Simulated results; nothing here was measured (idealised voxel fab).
Process module name: voxel released beams
cross-section cut | 210 nm wide | cells 5 nm
Cross-section spec: square-cell grid; bands listed top down; each band is one or more rows.
Band: top height; bottom height; in nm. Then, left to right: material with width in nm, for each material. "throughout": a single material spanning edge to edge. "air": empty space.
Height reference: 0 = level under which incoming wafer is all one material. Lowest band: no bottom, runs on downward, e.g. "from 0 down".
A width such as "30->40" changes by the same amount from each row of cells to the next, from the band's top row to its bottom row.
For the purposes of this document, the phrase "same as before" attached to a step denotes that no cell within the cross-section was modified by that step.
Closed empty spaces (no open way to the top) of 8 cells or more are what "Internal closed voids" lists, each as width x height at distance from the left edge, nm for all three.
What comes after the settings on a step's line is commentary from the simulator itself on that step.
overlay nm: how far to the right of its planned place the mask lay on this masked step (negative: to the left).
### Planned step list for the process
1) RECEIVE,material Si
2) CONFORMAL_DEP,material Al2O3,thk nm 5
3) DIRECTIONAL_DEP,material SiO2,thk nm 20
4) DIRECTIONAL_DEP,material aC,thk nm 10
5) PATTERN,tone open,mask id ANCHOR,material resist,width nm 35,thk nm 25,overlay nm 0
6) DIRECTIONAL_ETCH,etch materials aC,depth nm 10
7) STRIP,etch materials resist
8) DIRECTIONAL_ETCH,etch materials SiO2,depth nm 20
9) STRIP,etch materials aC
10) CONFORMAL_DEP,material W,thk nm 10
11) MASKED_ETCH,tone cover,mask id BEAM,width nm 80,etch materials W,depth nm 10,overlay nm 0
12) STRIP,etch materials SiO2
### Cross-section of the wafer as it came to us, i.e., already through step 1
from 0 down  Si throughout
Internal closed voids: none
### Cross-sectional view of the first of the two wafers upon completion of the module, processed in accordance with the plan
from 35 to 25  60 nm air; 15 nm W; 15 nm air; 50 nm W; 70 nm air
from 25 to 15  65 nm air; 10 nm W; 15 nm air; 10 nm W; 110 nm air
from 15 to 5  65 nm air; 35 nm W; 110 nm air
from 5 to 0  Al2O3 throughout
from 0 down  Si throughout
Internal closed voids: none
### Wafer two cross-section, module end. Start and plan unchanged from wafer one; one mistake made during the run
from 35 to 25  60 nm air; 80 nm W; 70 nm air
from 25 to 20  Al2O3 throughout
from 20 to 0  SiO2 throughout
from 0 down  Si throughout
Internal closed voids: none
What was the processing mistake? the executed order of steps 2 and 3 is the reverse of that specified in the plan, each step having taken the other's position
at the end the second wafer has, in cells: SiO2: 168 more; W: 16 fewer
